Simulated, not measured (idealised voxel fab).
This is a process module. Its name is voxel self aligned contacts.
Cross-sectional view cut (width: 300 nm; square cell size: 5 nm).
Bands, listed from the top down, are how a cross-section gets written in this document; the cross-section itself is a grid of square cells, and a band is one or more rows of them.
Top height, bottom height, nm. Materials left to right, width each, nm. Single material + "everywhere" = fills band edge to edge. "air" = empty.
Heads up on the height convention: 0 is the point under which the incoming wafer is all one material, and the lowest band has no bottom, it just keeps going down, like "from 0 down".
Width spec "30..40" -> top row of cells at first value, bottom row at second value, equal per-row change in between.
No cell of the cross-section changed in a step that is given as "no change".
Heads up: "Entrapped void list" only lists the empty pockets with no open path to the top that are 8 cells or more, and it writes them as width x height at distance, distance from the left edge, in nm.
Text after the settings on a step's line: the simulator's own remark on that step.
overlay nm, on a step with a mask: how far to the right of its planned place the mask lay; to the left if negative
Planned process steps:
1,RECEIVE with material Si
2,OXIDIZE with depth nm 5
3,DIRECTIONAL_DEP with material polySi, thk nm 25
4,DIRECTIONAL_DEP with material SiN, thk nm 25
5,MASKED_ETCH with tone cover, mask id GATE, width nm 30, pitch nm 75, etch materials SiN, depth nm 25, overlay nm 0
6,MASKED_ETCH with tone cover, mask id GATE, width nm 30, pitch nm 75, etch materials polySi, depth nm 25, overlay nm 0
7,CONFORMAL_DEP with material SiN, thk nm 10
8,DIRECTIONAL_ETCH with etch materials SiN, depth nm 10
9,FILL_DEP with material SiO2, thk nm 15
10,CMP with height nm 55
11,PATTERN with tone open, mask id CONTACT, material resist, width nm 55, pitch nm 75, thk nm 15, overlay nm 0
12,DIRECTIONAL_ETCH with etch materials SiO2, depth nm 60
13,STRIP with etch materials resist
14,CONFORMAL_DEP with material TiN, thk nm 5
15,FILL_DEP with material W, thk nm 5
16,CMP with height nm 55
17,CONFORMAL_DEP with material SiN, thk nm 5
So this is the incoming wafer in cross-section - it's already been through step 1:
from 0 down: Si everywhere
Entrapped void list: none
The cross-section shown corresponds to the wafer at the conclusion of the module. The initial structure and the process plan are those presented above; however, one mistake occurred in executing the plan:
from 60 to 55: SiN everywhere
from 55 to 50: 85 SiO2, then 20 TiN, then 20 W, then 15 TiN, then 20 SiO2, then 20 TiN, then 20 W, then 15 TiN, then 85 SiO2
from 50 to 30: 55 SiO2, then 45 SiN, then 5 TiN, then 20 W, then 5 TiN, then 45 SiN, then 5 TiN, then 20 W, then 5 TiN, then 45 SiN, then 50 SiO2
from 30 to 25: 55 SiO2, then 45 SiN, then 5 TiN, then 15 W, then 10 TiN, then 45 SiN, then 5 TiN, then 15 W, then 10 TiN, then 45 SiN, then 50 SiO2
from 25 to 0: 50 SiO2, then 10 SiN, then 30 polySi, then 10 SiN, then 5 TiN, then 15 W, then 5 TiN, then 10 SiN, then 30 polySi, then 10 SiN, then 5 TiN, then 15 W, then 5 TiN, then 10 SiN, then 30 polySi, then 10 SiN, then 50 SiO2
from 0 to -5: 100 SiO2, then 25 TiN, then 50 SiO2, then 25 TiN, then 100 SiO2
from -5 down: Si everywhere
Entrapped void list: none
Want to know what went wrong? not per plan at step 5, really ran MASKED_ETCH with tone cover, mask id GATE, width nm 25, pitch nm 75, etch materials SiN, depth nm 25, overlay nm 0
